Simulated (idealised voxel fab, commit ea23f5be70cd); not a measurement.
process module | voxel self aligned contacts
cross-section cut | 220 nm wide | cells 5 nm
A cross-section is a grid of square cells, given in bands from the top down. A band is one or more rows of cells.
Each band's line starts with the height of the band's top and of its bottom, in nm. Then come its materials from left to right, each with its width in nm. One material with "throughout" fills the band from edge to edge. "air" is empty space.
Height 0 is the level under which the wafer as received is all one material. The lowest band goes on downwards, as in "0 down".
A width such as "30 to 40" changes by the same amount from each row of cells to the next, from the band's top row to its bottom row.
"no change" after a step means that no cell of the cross-section changed.
closed voids: empty space of 8 cells or more with no open way to the top, each as width x height at its distance from the left edge, in nm
after a step's settings: what the simulator itself notes on the step
overlay nm, on a step with a mask: how far to the right of its planned place the mask lay; to the left if negative
plan
1 op RECEIVE | material Si
2 op OXIDIZE | depth nm 5
3 op DIRECTIONAL_DEP | material polySi | thk nm 30
4 op DIRECTIONAL_DEP | material SiN | thk nm 25
5 op PATTERN | tone cover | mask id GATE | material resist | width nm 20 | pitch nm 70 | thk nm 15 | overlay nm 0
6 op DIRECTIONAL_ETCH | etch materials SiN | depth nm 25
7 op DIRECTIONAL_ETCH | etch materials polySi | depth nm 30
8 op STRIP | etch materials resist
9 op CONFORMAL_DEP | material SiN | thk nm 10
10 op DIRECTIONAL_ETCH | etch materials SiN | depth nm 10
11 op FILL_DEP | material SiO2 | thk nm 15
12 op CMP | height nm 60
13 op PATTERN | tone open | mask id CONTACT | material resist | width nm 50 | pitch nm 70 | thk nm 15 | overlay nm 0
14 op DIRECTIONAL_ETCH | etch materials SiO2 | depth nm 65
15 op STRIP | etch materials resist
16 op CONFORMAL_DEP | material TiN | thk nm 5
17 op FILL_DEP | material W | thk nm 10
18 op CMP | height nm 60
19 op CONFORMAL_DEP | material SiN | thk nm 5
varied across the wafers: width nm of step 5. The plan shows the first wafer's value. All wafers start alike
first wafer as received, after step 1
  0 down: Si throughout
  closed voids: none
first wafer at the end, after step 19
  65 to 60: SiN throughout
  60 to 55: SiO2 50 | TiN 15 | W 20 | TiN 15 | SiO2 20 | TiN 15 | W 20 | TiN 15 | SiO2 50
  55 to 30: SiO2 20 | SiN 40 | TiN 5 | W 20 | TiN 5 | SiN 40 | TiN 5 | W 20 | TiN 5 | SiN 40 | SiO2 20
  30 to 0: SiO2 20 | SiN 10 | polySi 20 | SiN 10 | TiN 5 | W 20 | TiN 5 | SiN 10 | polySi 20 | SiN 10 | TiN 5 | W 20 | TiN 5 | SiN 10 | polySi 20 | SiN 10 | SiO2 20
  0 to -5: SiO2 60 | TiN 30 | SiO2 40 | TiN 30 | SiO2 60
  -5 down: Si throughout
  closed voids: none
last wafer at the end
  65 to 60: SiN throughout
  60 to 55: SiO2 50 | TiN 50 | SiO2 20 | TiN 50 | SiO2 50
  55 to 30: SiO2 10 | SiN 65 | TiN 5 | SiN 65 | TiN 5 | SiN 65 | SiO2 5
  30 to 0: SiO2 10 | SiN 10 | polySi 45 | SiN 10 | TiN 5 | SiN 10 | polySi 45 | SiN 10 | TiN 5 | SiN 10 | polySi 45 | SiN 10 | SiO2 5
  0 to -5: SiO2 75 | TiN 5 | SiO2 65 | TiN 5 | SiO2 70
  -5 down: Si throughout
  closed voids: none
each wafer at the end: cells of each material gained (+) or lost (-) since it was received, then its closed voids
width nm 20 | -44 Si | +236 SiN | +144 SiO2 | +68 TiN | +96 W | +72 polySi | closed voids: none
width nm 25 | -44 Si | +251 SiN | +135 SiO2 | +68 TiN | +72 W | +90 polySi | closed voids: none
width nm 30 | -44 Si | +266 SiN | +126 SiO2 | +68 TiN | +48 W | +108 polySi | closed voids: none
width nm 35 | -44 Si | +281 SiN | +117 SiO2 | +68 TiN | +24 W | +126 polySi | closed voids: none
width nm 40 | -44 Si | +296 SiN | +108 SiO2 | +68 TiN | +144 polySi | closed voids: none
width nm 45 | -44 Si | +311 SiN | +99 SiO2 | +44 TiN | +162 polySi | closed voids: none
